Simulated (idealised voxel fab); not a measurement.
The following process module bears the name voxel gate over fins.
170 nm wide, 5 nm square cells: that's cross-section cut.
Cross-section spec: square-cell grid; bands listed top down; each band is one or more rows.
The entry gives the band's vertical extent as a top height and a bottom height in nm, then its horizontal make-up as materials from left to right, each with a width in nm. "air" stands for empty space; a single material marked "full width" fills the band edge to edge.
All heights in this document are referenced to 0, defined as the level beneath which the wafer, as received, consists entirely of one material. The lowest band is not bounded below; it extends indefinitely downward and is written in the form "z 0 and below".
Width: "30..40" (first number = top row, second number = bottom row, same change from row to row of cells).
Basically "nothing changed" means that step didn't change any cell in the cross-section.
"Enclosed cavities" means: voids of 8 cells or more that are shut off from the top with no open way through. Written width x height at distance, distance from the left edge, in nm.
On a step's line, text after the settings is the simulator commenting on that step.
"overlay nm" answers the question of how far to the right of plan the mask lay on a step that has a mask, and when it is negative the answer is to the left.
How should the pairs below be read? Each gives the cross-section before one process step and the cross-section after it, the latter drawn only to the lowest band that changed; the step that lies between them, with its settings, appears under the pair. Does a pair pick up where the pair above left off? Only where its entry headed "Snapshot before" says so, since pairs can come from different runs of this module on the same starting wafer.

[Snapshot before]
- z 20 to 10 = W full width
- z 10 to 5 = W 10 / HfO2 25 / W 35 / HfO2 25 / W 35 / HfO2 25 / W 15
- z 5 to 0 = W 10 / HfO2 5 / TiN 15 / HfO2 5 / W 35 / HfO2 5 / TiN 15 / HfO2 5 / W 35 / HfO2 5 / TiN 15 / HfO2 5 / W 15
- z 0 to -5 = HfO2 15 / TiN 5 / Si 5 / TiN 5 / HfO2 45 / TiN 5 / Si 5 / TiN 5 / HfO2 45 / TiN 5 / Si 5 / TiN 5 / HfO2 20
- z -5 to -10 = TiN 20 / Si 5 / TiN 55 / Si 5 / TiN 55 / Si 5 / TiN 25
- z -10 to -15 = SiO2 20 / Si 5 / SiO2 55 / Si 5 / SiO2 55 / Si 5 / SiO2 25
- z -15 to -30 = SiO2 20 / Si 5 / SiO2 20 / TiN 5 / W 5 / TiN 5 / SiO2 20 / Si 5 / SiO2 55 / Si 5 / SiO2 25
- z -30 to -35 = SiO2 20 / Si 5 / SiO2 20 / TiN 15 / SiO2 20 / Si 5 / SiO2 55 / Si 5 / SiO2 25
- z -35 to -45 = SiO2 20 / Si 5 / SiO2 55 / Si 5 / SiO2 55 / Si 5 / SiO2 25
- z -45 and below = Si full width
- Enclosed cavities: none

[Post-Step Section View]
- z 30 to 20 = SiN full width
- Under 20: no change, same as before.
- Enclosed cavities: none
Which operation lies between the before and after views above? CONFORMAL_DEP | material SiN | thk nm 10

[Snapshot before]
- z 10 to 5 = SiO2 full width
- z 5 to 0 = SiO2 15 / SiN 15 / SiO2 45 / SiN 15 / SiO2 45 / SiN 15 / SiO2 20
- z 0 to -15 = SiO2 20 / Si 5 / SiO2 55 / Si 5 / SiO2 55 / Si 5 / SiO2 25
- z -15 to -30 = SiO2 20 / Si 5 / SiO2 20 / TiN 5 / W 5 / TiN 5 / SiO2 20 / Si 5 / SiO2 55 / Si 5 / SiO2 25
- z -30 to -35 = SiO2 20 / Si 5 / SiO2 20 / TiN 15 / SiO2 20 / Si 5 / SiO2 55 / Si 5 / SiO2 25
- z -35 to -45 = SiO2 20 / Si 5 / SiO2 55 / Si 5 / SiO2 55 / Si 5 / SiO2 25
- z -45 and below = Si full width
- Enclosed cavities: none

[Post-Step Section View]
- z -5 to -15 = SiO2 20 / Si 5 / SiO2 55 / Si 5 / SiO2 55 / Si 5 / SiO2 25
- Under -15: no change, same as before.
- Enclosed cavities: none
Which operation lies between the before and after views above? CMP | height nm -5

Snapshot before: The initial state for this step is given by the after cross-section of the immediately preceding pair.

[Post-Step Section View]
- z -5 to -15 = air 20 / Si 5 / air 55 / Si 5 / air 55 / Si 5 / air 25
- z -15 to -20 = air 20 / Si 5 / air 20 / TiN 5 / W 5 / TiN 5 / air 20 / Si 5 / air 55 / Si 5 / air 25
- Under -20: no change, same as before.
- Enclosed cavities: none
Which operation lies between the before and after views above? SELECTIVE_ETCH | etch materials SiO2 | depth nm 15

Snapshot before: The initial state for this step is given by the after cross-section of the immediately preceding pair.

[Post-Step Section View]
- z 0 to -5 = air 15 / HfO2 15 / air 45 / HfO2 15 / air 45 / HfO2 15 / air 20
- z -5 to -10 = air 15 / HfO2 5 / Si 5 / HfO2 5 / air 45 / HfO2 5 / Si 5 / HfO2 5 / air 45 / HfO2 5 / Si 5 / HfO2 5 / air 20
- z -10 to -15 = air 15 / HfO2 5 / Si 5 / HfO2 5 / air 10 / HfO2 25 / air 10 / HfO2 5 / Si 5 / HfO2 5 / air 45 / HfO2 5 / Si 5 / HfO2 5 / air 20
- z -15 to -20 = HfO2 20 / Si 5 / HfO2 20 / TiN 5 / W 5 / TiN 5 / HfO2 20 / Si 5 / HfO2 55 / Si 5 / HfO2 25
- Under -20: no change, same as before.
- Enclosed cavities: none
Which operation lies between the before and after views above? CONFORMAL_DEP | material HfO2 | thk nm 5

Snapshot before: The initial state for this step is given by the after cross-section of the immediately preceding pair.

[Post-Step Section View]
- z 5 to 0 = air 10 / TiN 25 / air 35 / TiN 25 / air 35 / TiN 25 / air 15
- z 0 to -5 = air 10 / TiN 5 / HfO2 15 / TiN 5 / air 35 / TiN 5 / HfO2 15 / TiN 5 / air 35 / TiN 5 / HfO2 15 / TiN 5 / air 15
- z -5 to -10 = air 10 / TiN 5 / HfO2 5 / Si 5 / HfO2 5 / TiN 45 / HfO2 5 / Si 5 / HfO2 5 / TiN 5 / air 35 / TiN 5 / HfO2 5 / Si 5 / HfO2 5 / TiN 5 / air 15
- z -10 to -15 = TiN 15 / HfO2 5 / Si 5 / HfO2 5 / TiN 10 / HfO2 25 / TiN 10 / HfO2 5 / Si 5 / HfO2 5 / TiN 45 / HfO2 5 / Si 5 / HfO2 5 / TiN 20
- Under -15: no change, same as before.
- Enclosed cavities: none
Which operation lies between the before and after views above? CONFORMAL_DEP | material TiN | thk nm 5

Snapshot before: The initial state for this step is given by the after cross-section of the immediately preceding pair.

[Post-Step Section View]
- z 20 to 5 = W full width
- z 5 to 0 = W 10 / TiN 25 / W 35 / TiN 25 / W 35 / TiN 25 / W 15
- z 0 to -5 = W 10 / TiN 5 / HfO2 15 / TiN 5 / W 35 / TiN 5 / HfO2 15 / TiN 5 / W 35 / TiN 5 / HfO2 15 / TiN 5 / W 15
- z -5 to -10 = W 10 / TiN 5 / HfO2 5 / Si 5 / HfO2 5 / TiN 45 / HfO2 5 / Si 5 / HfO2 5 / TiN 5 / W 35 / TiN 5 / HfO2 5 / Si 5 / HfO2 5 / TiN 5 / W 15
- Under -10: no change, same as before.
- Enclosed cavities: none
Which operation lies between the before and after views above? FILL_DEP | material W | thk nm 15

Snapshot before: The initial state for this step is given by the after cross-section of the immediately preceding pair.

[Post-Step Section View]
- z 30 to 20 = SiN full width
- Under 20: no change, same as before.
- Enclosed cavities: none
Which operation lies between the before and after views above? CONFORMAL_DEP | material SiN | thk nm 10

[Snapshot before]
- z 15 to 5 = aC full width
- z 5 to 0 = SiO2 15 / SiN 15 / SiO2 45 / SiN 15 / SiO2 45 / SiN 15 / SiO2 20
- z 0 to -45 = SiO2 20 / Si 5 / SiO2 55 / Si 5 / SiO2 55 / Si 5 / SiO2 25
- z -45 and below = Si full width
- Enclosed cavities: none

[Post-Step Section View]
- z 40 to 15 = resist 40 / air 25 / resist 105
- Under 15: no change, same as before.
- Enclosed cavities: none
Which operation lies between the before and after views above? PATTERN | tone open | mask id RAIL | material resist | width nm 25 | thk nm 25 | overlay nm 0

Snapshot before: The initial state for this step is given by the after cross-section of the immediately preceding pair.

[Post-Step Section View]
- z 30 to 15 = resist 40 / air 25 / resist 105
- z 15 to 5 = aC 40 / air 25 / aC 105
- Under 5: no change, same as before.
- Enclosed cavities: none
Which operation lies between the before and after views above? DIRECTIONAL_ETCH | etch materials aC | depth nm 10

Snapshot before: The initial state for this step is given by the after cross-section of the immediately preceding pair.

[Post-Step Section View]
- z 15 to 5 = aC 40 / air 25 / aC 105
- Under 5: no change, same as before.
- Enclosed cavities: none
Which operation lies between the before and after views above? STRIP | etch materials resist

Snapshot before: The initial state for this step is given by the after cross-section of the immediately preceding pair.

[Post-Step Section View]
- z 15 to 5 = aC 40 / air 25 / aC 105
- z 5 to 0 = SiO2 15 / SiN 15 / SiO2 10 / air 25 / SiO2 10 / SiN 15 / SiO2 45 / SiN 15 / SiO2 20
- z 0 to -35 = SiO2 20 / Si 5 / SiO2 15 / air 25 / SiO2 15 / Si 5 / SiO2 55 / Si 5 / SiO2 25
- Under -35: no change, same as before.
- Enclosed cavities: none
Which operation lies between the before and after views above? DIRECTIONAL_ETCH | etch materials SiO2 | depth nm 40

Snapshot before: The initial state for this step is given by the after cross-section of the immediately preceding pair.

[Post-Step Section View]
- z 5 to 0 = SiO2 15 / SiN 15 / SiO2 10 / air 25 / SiO2 10 / SiN 15 / SiO2 45 / SiN 15 / SiO2 20
- Under 0: no change, same as before.
- Enclosed cavities: none
Which operation lies between the before and after views above? STRIP | etch materials aC

Snapshot before: The initial state for this step is given by the after cross-section of the immediately preceding pair.

[Post-Step Section View]
- z 10 to 5 = TiN 45 / air 15 / TiN 110
- z 5 to 0 = SiO2 15 / SiN 15 / SiO2 10 / TiN 5 / air 15 / TiN 5 / SiO2 10 / SiN 15 / SiO2 45 / SiN 15 / SiO2 20
- z 0 to -30 = SiO2 20 / Si 5 / SiO2 15 / TiN 5 / air 15 / TiN 5 / SiO2 15 / Si 5 / SiO2 55 / Si 5 / SiO2 25
- z -30 to -35 = SiO2 20 / Si 5 / SiO2 15 / TiN 25 / SiO2 15 / Si 5 / SiO2 55 / Si 5 / SiO2 25
- Under -35: no change, same as before.
- Enclosed cavities: none
Which operation lies between the before and after views above? CONFORMAL_DEP | material TiN | thk nm 5

Snapshot before: The initial state for this step is given by the after cross-section of the immediately preceding pair.

[Post-Step Section View]
- z 20 to 10 = W full width
- z 10 to 5 = TiN 45 / W 15 / TiN 110
- z 5 to 0 = SiO2 15 / SiN 15 / SiO2 10 / TiN 5 / W 15 / TiN 5 / SiO2 10 / SiN 15 / SiO2 45 / SiN 15 / SiO2 20
- z 0 to -30 = SiO2 20 / Si 5 / SiO2 15 / TiN 5 / W 15 / TiN 5 / SiO2 15 / Si 5 / SiO2 55 / Si 5 / SiO2 25
- Under -30: no change, same as before.
- Enclosed cavities: none
Which operation lies between the before and after views above? FILL_DEP | material W | thk nm 10

Snapshot before: The initial state for this step is given by the after cross-section of the immediately preceding pair.

[Post-Step Section View]
- z 5 to 0 = SiO2 15 / SiN 15 / SiO2 10 / TiN 5 / W 15 / TiN 5 / SiO2 10 / SiN 15 / SiO2 45 / SiN 15 / SiO2 20
- Under 0: no change, same as before.
- Enclosed cavities: none
Which operation lies between the before and after views above? CMP | height nm 5

Snapshot before: The initial state for this step is given by the after cross-section of the immediately preceding pair.

[Post-Step Section View]
- z 5 to 0 = SiO2 15 / SiN 15 / SiO2 10 / air 25 / SiO2 10 / SiN 15 / SiO2 45 / SiN 15 / SiO2 20
- z 0 to -15 = SiO2 20 / Si 5 / SiO2 15 / air 25 / SiO2 15 / Si 5 / SiO2 55 / Si 5 / SiO2 25
- Under -15: no change, same as before.
- Enclosed cavities: none
Which operation lies between the before and after views above? SELECTIVE_ETCH | etch materials W Ru TiN | depth nm 20

Snapshot before: The initial state for this step is given by the after cross-section of the immediately preceding pair.

[Post-Step Section View]
- z 10 to 5 = SiO2 full width
- z 5 to 0 = SiO2 15 / SiN 15 / SiO2 45 / SiN 15 / SiO2 45 / SiN 15 / SiO2 20
- z 0 to -15 = SiO2 20 / Si 5 / SiO2 55 / Si 5 / SiO2 55 / Si 5 / SiO2 25
- Under -15: no change, same as before.
- Enclosed cavities: none
Which operation lies between the before and after views above? FILL_DEP | material SiO2 | thk nm 5

Snapshot before: The initial state for this step is given by the after cross-section of the immediately preceding pair.

[Post-Step Section View]
- z 5 to 0 = SiO2 15 / SiN 15 / SiO2 45 / SiN 15 / SiO2 45 / SiN 15 / SiO2 20
- Under 0: no change, same as before.
- Enclosed cavities: none
Which operation lies between the before and after views above? CMP | height nm 5

Snapshot before: The initial state for this step is given by the after cross-section of the immediately preceding pair.

[Post-Step Section View]
- z 5 to 0 = air 15 / SiN 15 / air 45 / SiN 15 / air 45 / SiN 15 / air 20
- z 0 to -10 = air 20 / Si 5 / air 55 / Si 5 / air 55 / Si 5 / air 25
- Under -10: no change, same as before.
- Enclosed cavities: none
Which operation lies between the before and after views above? SELECTIVE_ETCH | etch materials SiO2 | depth nm 15

Snapshot before: The initial state for this step is given by the after cross-section of the immediately preceding pair.

[Post-Step Section View]
- z 0 to -10 = air 20 / Si 5 / air 55 / Si 5 / air 55 / Si 5 / air 25
- Under -10: no change, same as before.
- Enclosed cavities: none
Which operation lies between the before and after views above? STRIP | etch materials SiN

Snapshot before: The initial state for this step is given by the after cross-section of the immediately preceding pair.

[Post-Step Section View]
- z 5 to 0 = air 15 / HfO2 15 / air 45 / HfO2 15 / air 45 / HfO2 15 / air 20
- z 0 to -5 = air 15 / HfO2 5 / Si 5 / HfO2 5 / air 45 / HfO2 5 / Si 5 / HfO2 5 / air 45 / HfO2 5 / Si 5 / HfO2 5 / air 20
- z -5 to -10 = HfO2 20 / Si 5 / HfO2 55 / Si 5 / HfO2 55 / Si 5 / HfO2 25
- Under -10: no change, same as before.
- Enclosed cavities: none
Which operation lies between the before and after views above? CONFORMAL_DEP | material HfO2 | thk nm 5

Snapshot before: The initial state for this step is given by the after cross-section of the immediately preceding pair.

[Post-Step Section View]
- z 10 to 5 = air 10 / TiN 25 / air 35 / TiN 25 / air 35 / TiN 25 / air 15
- z 5 to 0 = air 10 / TiN 5 / HfO2 15 / TiN 5 / air 35 / TiN 5 / HfO2 15 / TiN 5 / air 35 / TiN 5 / HfO2 15 / TiN 5 / air 15
- z 0 to -5 = TiN 15 / HfO2 5 / Si 5 / HfO2 5 / TiN 45 / HfO2 5 / Si 5 / HfO2 5 / TiN 45 / HfO2 5 / Si 5 / HfO2 5 / TiN 20
- Under -5: no change, same as before.
- Enclosed cavities: none
Which operation lies between the before and after views above? CONFORMAL_DEP | material TiN | thk nm 5

Snapshot before: The initial state for this step is given by the after cross-section of the immediately preceding pair.

[Post-Step Section View]
- z 25 to 10 = W full width
- z 10 to 5 = W 10 / TiN 25 / W 35 / TiN 25 / W 35 / TiN 25 / W 15
- z 5 to 0 = W 10 / TiN 5 / HfO2 15 / TiN 5 / W 35 / TiN 5 / HfO2 15 / TiN 5 / W 35 / TiN 5 / HfO2 15 / TiN 5 / W 15
- Under 0: no change, same as before.
- Enclosed cavities: none
Which operation lies between the before and after views above? FILL_DEP | material W | thk nm 15

Snapshot before: The initial state for this step is given by the after cross-section of the immediately preceding pair.

[Post-Step Section View]
- z 20 to 10 = W full width
- Under 10: no change, same as before.
- Enclosed cavities: none
Which operation lies between the before and after views above? CMP | height nm 20

Snapshot before: The initial state for this step is given by the after cross-section of the immediately preceding pair.

[Post-Step Section View]
- z 30 to 20 = SiN full width
- Under 20: no change, same as before.
- Enclosed cavities: none
Which operation lies between the before and after views above? CONFORMAL_DEP | material SiN | thk nm 10

[Snapshot before]
- z 15 to 5 = aC full width
- z 5 to 0 = SiO2 15 / SiN 15 / SiO2 45 / SiN 15 / SiO2 45 / SiN 15 / SiO2 20
- z 0 to -45 = SiO2 20 / Si 5 / SiO2 55 / Si 5 / SiO2 55 / Si 5 / SiO2 25
- z -45 and below = Si full width
- Enclosed cavities: none

[Post-Step Section View]
- z 40 to 15 = resist 35 / air 15 / resist 120
- Under 15: no change, same as before.
- Enclosed cavities: none
Which operation lies between the before and after views above? PATTERN | tone open | mask id RAIL | material resist | width nm 15 | thk nm 25 | overlay nm -10

Snapshot before: The initial state for this step is given by the after cross-section of the immediately preceding pair.

[Post-Step Section View]
- z 30 to 15 = resist 35 / air 15 / resist 120
- z 15 to 5 = aC 35 / air 15 / aC 120
- Under 5: no change, same as before.
- Enclosed cavities: none
Which operation lies between the before and after views above? DIRECTIONAL_ETCH | etch materials aC | depth nm 10

Snapshot before: The initial state for this step is given by the after cross-section of the immediately preceding pair.

[Post-Step Section View]
- z 15 to 5 = aC 35 / air 15 / aC 120
- Under 5: no change, same as before.
- Enclosed cavities: none
Which operation lies between the before and after views above? STRIP | etch materials resist

Snapshot before: The initial state for this step is given by the after cross-section of the immediately preceding pair.

[Post-Step Section View]
- z 15 to 5 = aC 35 / air 15 / aC 120
- z 5 to 0 = SiO2 15 / SiN 15 / SiO2 5 / air 15 / SiO2 25 / SiN 15 / SiO2 45 / SiN 15 / SiO2 20
- z 0 to -35 = SiO2 20 / Si 5 / SiO2 10 / air 15 / SiO2 30 / Si 5 / SiO2 55 / Si 5 / SiO2 25
- Under -35: no change, same as before.
- Enclosed cavities: none
Which operation lies between the before and after views above? DIRECTIONAL_ETCH | etch materials SiO2 | depth nm 40

Snapshot before: The initial state for this step is given by the after cross-section of the immediately preceding pair.

[Post-Step Section View]
- z 5 to 0 = SiO2 15 / SiN 15 / SiO2 5 / air 15 / SiO2 25 / SiN 15 / SiO2 45 / SiN 15 / SiO2 20
- Under 0: no change, same as before.
- Enclosed cavities: none
Which operation lies between the before and after views above? STRIP | etch materials aC

Snapshot before: The initial state for this step is given by the after cross-section of the immediately preceding pair.

[Post-Step Section View]
- z 10 to 5 = TiN 40 / air 5 / TiN 125
- z 5 to 0 = SiO2 15 / SiN 15 / SiO2 5 / TiN 5 / air 5 / TiN 5 / SiO2 25 / SiN 15 / SiO2 45 / SiN 15 / SiO2 20
- z 0 to -30 = SiO2 20 / Si 5 / SiO2 10 / TiN 5 / air 5 / TiN 5 / SiO2 30 / Si 5 / SiO2 55 / Si 5 / SiO2 25
- z -30 to -35 = SiO2 20 / Si 5 / SiO2 10 / TiN 15 / SiO2 30 / Si 5 / SiO2 55 / Si 5 / SiO2 25
- Under -35: no change, same as before.
- Enclosed cavities: none
Which operation lies between the before and after views above? CONFORMAL_DEP | material TiN | thk nm 5

Snapshot before: The initial state for this step is given by the after cross-section of the immediately preceding pair.

[Post-Step Section View]
- z 20 to 10 = W full width
- z 10 to 5 = TiN 40 / W 5 / TiN 125
- z 5 to 0 = SiO2 15 / SiN 15 / SiO2 5 / TiN 5 / W 5 / TiN 5 / SiO2 25 / SiN 15 / SiO2 45 / SiN 15 / SiO2 20
- z 0 to -30 = SiO2 20 / Si 5 / SiO2 10 / TiN 5 / W 5 / TiN 5 / SiO2 30 / Si 5 / SiO2 55 / Si 5 / SiO2 25
- Under -30: no change, same as before.
- Enclosed cavities: none
Which operation lies between the before and after views above? FILL_DEP | material W | thk nm 10

Snapshot before: The initial state for this step is given by the after cross-section of the immediately preceding pair.

[Post-Step Section View]
- z 5 to 0 = SiO2 15 / SiN 15 / SiO2 5 / TiN 5 / W 5 / TiN 5 / SiO2 25 / SiN 15 / SiO2 45 / SiN 15 / SiO2 20
- Under 0: no change, same as before.
- Enclosed cavities: none
Which operation lies between the before and after views above? CMP | height nm 5

Snapshot before: The initial state for this step is given by the after cross-section of the immediately preceding pair.

[Post-Step Section View]
- z 5 to 0 = SiO2 15 / SiN 15 / SiO2 5 / air 15 / SiO2 25 / SiN 15 / SiO2 45 / SiN 15 / SiO2 20
- z 0 to -15 = SiO2 20 / Si 5 / SiO2 10 / air 15 / SiO2 30 / Si 5 / SiO2 55 / Si 5 / SiO2 25
- Under -15: no change, same as before.
- Enclosed cavities: none
Which operation lies between the before and after views above? SELECTIVE_ETCH | etch materials W Ru TiN | depth nm 20

Snapshot before: The initial state for this step is given by the after cross-section of the immediately preceding pair.

[Post-Step Section View]
- z 10 to 5 = SiO2 full width
- z 5 to 0 = SiO2 15 / SiN 15 / SiO2 45 / SiN 15 / SiO2 45 / SiN 15 / SiO2 20
- z 0 to -15 = SiO2 20 / Si 5 / SiO2 55 / Si 5 / SiO2 55 / Si 5 / SiO2 25
- Under -15: no change, same as before.
- Enclosed cavities: none
Which operation lies between the before and after views above? FILL_DEP | material SiO2 | thk nm 5

Snapshot before: The initial state for this step is given by the after cross-section of the immediately preceding pair.

[Post-Step Section View]
- z 5 to 0 = SiO2 15 / SiN 15 / SiO2 45 / SiN 15 / SiO2 45 / SiN 15 / SiO2 20
- Under 0: no change, same as before.
- Enclosed cavities: none
Which operation lies between the before and after views above? CMP | height nm 5

Snapshot before: The initial state for this step is given by the after cross-section of the immediately preceding pair.

[Post-Step Section View]
- z 5 to 0 = air 15 / SiN 15 / air 45 / SiN 15 / air 45 / SiN 15 / air 20
- z 0 to -10 = air 20 / Si 5 / air 55 / Si 5 / air 55 / Si 5 / air 25
- Under -10: no change, same as before.
- Enclosed cavities: none
Which operation lies between the before and after views above? SELECTIVE_ETCH | etch materials SiO2 | depth nm 15

Snapshot before: The initial state for this step is given by the after cross-section of the immediately preceding pair.

[Post-Step Section View]
- z 0 to -10 = air 20 / Si 5 / air 55 / Si 5 / air 55 / Si 5 / air 25
- Under -10: no change, same as before.
- Enclosed cavities: none
Which operation lies between the before and after views above? STRIP | etch materials SiN

Snapshot before: The initial state for this step is given by the after cross-section of the immediately preceding pair.

[Post-Step Section View]
- z 5 to 0 = air 15 / HfO2 15 / air 45 / HfO2 15 / air 45 / HfO2 15 / air 20
- z 0 to -5 = air 15 / HfO2 5 / Si 5 / HfO2 5 / air 45 / HfO2 5 / Si 5 / HfO2 5 / air 45 / HfO2 5 / Si 5 / HfO2 5 / air 20
- z -5 to -10 = HfO2 20 / Si 5 / HfO2 55 / Si 5 / HfO2 55 / Si 5 / HfO2 25
- Under -10: no change, same as before.
- Enclosed cavities: none
Which operation lies between the before and after views above? CONFORMAL_DEP | material HfO2 | thk nm 5

Snapshot before: The initial state for this step is given by the after cross-section of the immediately preceding pair.

[Post-Step Section View]
- z 10 to 5 = air 10 / TiN 25 / air 35 / TiN 25 / air 35 / TiN 25 / air 15
- z 5 to 0 = air 10 / TiN 5 / HfO2 15 / TiN 5 / air 35 / TiN 5 / HfO2 15 / TiN 5 / air 35 / TiN 5 / HfO2 15 / TiN 5 / air 15
- z 0 to -5 = TiN 15 / HfO2 5 / Si 5 / HfO2 5 / TiN 45 / HfO2 5 / Si 5 / HfO2 5 / TiN 45 / HfO2 5 / Si 5 / HfO2 5 / TiN 20
- Under -5: no change, same as before.
- Enclosed cavities: none
Which operation lies between the before and after views above? CONFORMAL_DEP | material TiN | thk nm 5

Snapshot before: The initial state for this step is given by the after cross-section of the immediately preceding pair.

[Post-Step Section View]
- z 25 to 10 = W full width
- z 10 to 5 = W 10 / TiN 25 / W 35 / TiN 25 / W 35 / TiN 25 / W 15
- z 5 to 0 = W 10 / TiN 5 / HfO2 15 / TiN 5 / W 35 / TiN 5 / HfO2 15 / TiN 5 / W 35 / TiN 5 / HfO2 15 / TiN 5 / W 15
- Under 0: no change, same as before.
- Enclosed cavities: none
Which operation lies between the before and after views above? FILL_DEP | material W | thk nm 15

Snapshot before: The initial state for this step is given by the after cross-section of the immediately preceding pair.

[Post-Step Section View]
- z 20 to 10 = W full width
- Under 10: no change, same as before.
- Enclosed cavities: none
Which operation lies between the before and after views above? CMP | height nm 20

Snapshot before: The initial state for this step is given by the after cross-section of the immediately preceding pair.

[Post-Step Section View]
- z 30 to 20 = SiN full width
- Under 20: no change, same as before.
- Enclosed cavities: none
Which operation lies between the before and after views above? CONFORMAL_DEP | material SiN | thk nm 10

[Snapshot before]
- z 20 to 10 = W full width
- z 10 to 5 = W 10 / TiN 25 / W 35 / TiN 25 / W 35 / TiN 25 / W 15
- z 5 to 0 = W 10 / TiN 5 / HfO2 15 / TiN 5 / W 35 / TiN 5 / HfO2 15 / TiN 5 / W 35 / TiN 5 / HfO2 15 / TiN 5 / W 15
- z 0 to -5 = TiN 15 / HfO2 5 / Si 5 / HfO2 5 / TiN 45 / HfO2 5 / Si 5 / HfO2 5 / TiN 45 / HfO2 5 / Si 5 / HfO2 5 / TiN 20
- z -5 to -10 = HfO2 20 / Si 5 / HfO2 55 / Si 5 / HfO2 55 / Si 5 / HfO2 25
- z -10 to -15 = SiO2 20 / Si 5 / SiO2 55 / Si 5 / SiO2 55 / Si 5 / SiO2 25
- z -15 to -30 = SiO2 20 / Si 5 / SiO2 20 / TiN 5 / W 5 / TiN 5 / SiO2 20 / Si 5 / SiO2 55 / Si 5 / SiO2 25
- z -30 to -35 = SiO2 20 / Si 5 / SiO2 20 / TiN 15 / SiO2 20 / Si 5 / SiO2 55 / Si 5 / SiO2 25
- z -35 to -45 = SiO2 20 / Si 5 / SiO2 55 / Si 5 / SiO2 55 / Si 5 / SiO2 25
- z -45 and below = Si full width
- Enclosed cavities: none

[Post-Step Section View]
- z 30 to 20 = TiN full width
- Under 20: no change, same as before.
- Enclosed cavities: none
Which operation lies between the before and after views above? CONFORMAL_DEP | material TiN | thk nm 10

[Snapshot before]
- z 15 to 5 = aC full width
- z 5 to 0 = SiO2 15 / SiN 15 / SiO2 45 / SiN 15 / SiO2 45 / SiN 15 / SiO2 20
- z 0 to -45 = SiO2 20 / Si 5 / SiO2 55 / Si 5 / SiO2 55 / Si 5 / SiO2 25
- z -45 and below = Si full width
- Enclosed cavities: none

[Post-Step Section View]
- z 40 to 15 = air 45 / resist 15 / air 110
- Under 15: no change, same as before.
- Enclosed cavities: none
Which operation lies between the before and after views above? PATTERN | tone cover | mask id RAIL | material resist | width nm 15 | thk nm 25 | overlay nm 0

Snapshot before: The initial state for this step is given by the after cross-section of the immediately preceding pair.

[Post-Step Section View]
- z 30 to 15 = air 45 / resist 15 / air 110
- z 15 to 5 = air 45 / aC 15 / air 110
- Under 5: no change, same as before.
- Enclosed cavities: none
Which operation lies between the before and after views above? DIRECTIONAL_ETCH | etch materials aC | depth nm 10

Snapshot before: The initial state for this step is given by the after cross-section of the immediately preceding pair.

[Post-Step Section View]
- z 15 to 5 = air 45 / aC 15 / air 110
- Under 5: no change, same as before.
- Enclosed cavities: none
Which operation lies between the before and after views above? STRIP | etch materials resist

Snapshot before: The initial state for this step is given by the after cross-section of the immediately preceding pair.

[Post-Step Section View]
- z 15 to 5 = air 45 / aC 15 / air 110
- z 5 to 0 = air 15 / SiN 15 / air 15 / SiO2 15 / air 15 / SiN 15 / air 45 / SiN 15 / air 20
- z 0 to -35 = air 15 / SiO2 5 / Si 5 / SiO2 5 / air 15 / SiO2 15 / air 15 / SiO2 5 / Si 5 / SiO2 5 / air 45 / SiO2 5 / Si 5 / SiO2 5 / air 20
- Under -35: no change, same as before.
- Enclosed cavities: none
Which operation lies between the before and after views above? DIRECTIONAL_ETCH | etch materials SiO2 | depth nm 40

Snapshot before: The initial state for this step is given by the after cross-section of the immediately preceding pair.

[Post-Step Section View]
- z 5 to 0 = air 15 / SiN 15 / air 15 / SiO2 15 / air 15 / SiN 15 / air 45 / SiN 15 / air 20
- Under 0: no change, same as before.
- Enclosed cavities: none
Which operation lies between the before and after views above? STRIP | etch materials aC

Snapshot before: The initial state for this step is given by the after cross-section of the immediately preceding pair.

[Post-Step Section View]
- z 10 to 5 = air 10 / TiN 25 / air 5 / TiN 25 / air 5 / TiN 25 / air 35 / TiN 25 / air 15
- z 5 to 0 = air 10 / TiN 5 / SiN 15 / TiN 5 / air 5 / TiN 5 / SiO2 15 / TiN 5 / air 5 / TiN 5 / SiN 15 / TiN 5 / air 35 / TiN 5 / SiN 15 / TiN 5 / air 15
- z 0 to -30 = air 10 / TiN 5 / SiO2 5 / Si 5 / SiO2 5 / TiN 5 / air 5 / TiN 5 / SiO2 15 / TiN 5 / air 5 / TiN 5 / SiO2 5 / Si 5 / SiO2 5 / TiN 5 / air 35 / TiN 5 / SiO2 5 / Si 5 / SiO2 5 / TiN 5 / air 15
- z -30 to -35 = TiN 15 / SiO2 5 / Si 5 / SiO2 5 / TiN 15 / SiO2 15 / TiN 15 / SiO2 5 / Si 5 / SiO2 5 / TiN 45 / SiO2 5 / Si 5 / SiO2 5 / TiN 20
- Under -35: no change, same as before.
- Enclosed cavities: none
Which operation lies between the before and after views above? CONFORMAL_DEP | material TiN | thk nm 5

Snapshot before: The initial state for this step is given by the after cross-section of the immediately preceding pair.

[Post-Step Section View]
- z 20 to 10 = W full width
- z 10 to 5 = W 10 / TiN 25 / W 5 / TiN 25 / W 5 / TiN 25 / W 35 / TiN 25 / W 15
- z 5 to 0 = W 10 / TiN 5 / SiN 15 / TiN 5 / W 5 / TiN 5 / SiO2 15 / TiN 5 / W 5 / TiN 5 / SiN 15 / TiN 5 / W 35 / TiN 5 / SiN 15 / TiN 5 / W 15
- z 0 to -30 = W 10 / TiN 5 / SiO2 5 / Si 5 / SiO2 5 / TiN 5 / W 5 / TiN 5 / SiO2 15 / TiN 5 / W 5 / TiN 5 / SiO2 5 / Si 5 / SiO2 5 / TiN 5 / W 35 / TiN 5 / SiO2 5 / Si 5 / SiO2 5 / TiN 5 / W 15
- Under -30: no change, same as before.
- Enclosed cavities: none
Which operation lies between the before and after views above? FILL_DEP | material W | thk nm 10

Snapshot before: The initial state for this step is given by the after cross-section of the immediately preceding pair.

[Post-Step Section View]
- z 5 to 0 = W 10 / TiN 5 / SiN 15 / TiN 5 / W 5 / TiN 5 / SiO2 15 / TiN 5 / W 5 / TiN 5 / SiN 15 / TiN 5 / W 35 / TiN 5 / SiN 15 / TiN 5 / W 15
- Under 0: no change, same as before.
- Enclosed cavities: none
Which operation lies between the before and after views above? CMP | height nm 5

Snapshot before: The initial state for this step is given by the after cross-section of the immediately preceding pair.

[Post-Step Section View]
- z 5 to 0 = air 15 / SiN 15 / air 15 / SiO2 15 / air 15 / SiN 15 / air 45 / SiN 15 / air 20
- z 0 to -15 = air 15 / SiO2 5 / Si 5 / SiO2 5 / air 15 / SiO2 15 / air 15 / SiO2 5 / Si 5 / SiO2 5 / air 45 / SiO2 5 / Si 5 / SiO2 5 / air 20
- Under -15: no change, same as before.
- Enclosed cavities: none
Which operation lies between the before and after views above? SELECTIVE_ETCH | etch materials W Ru TiN | depth nm 20
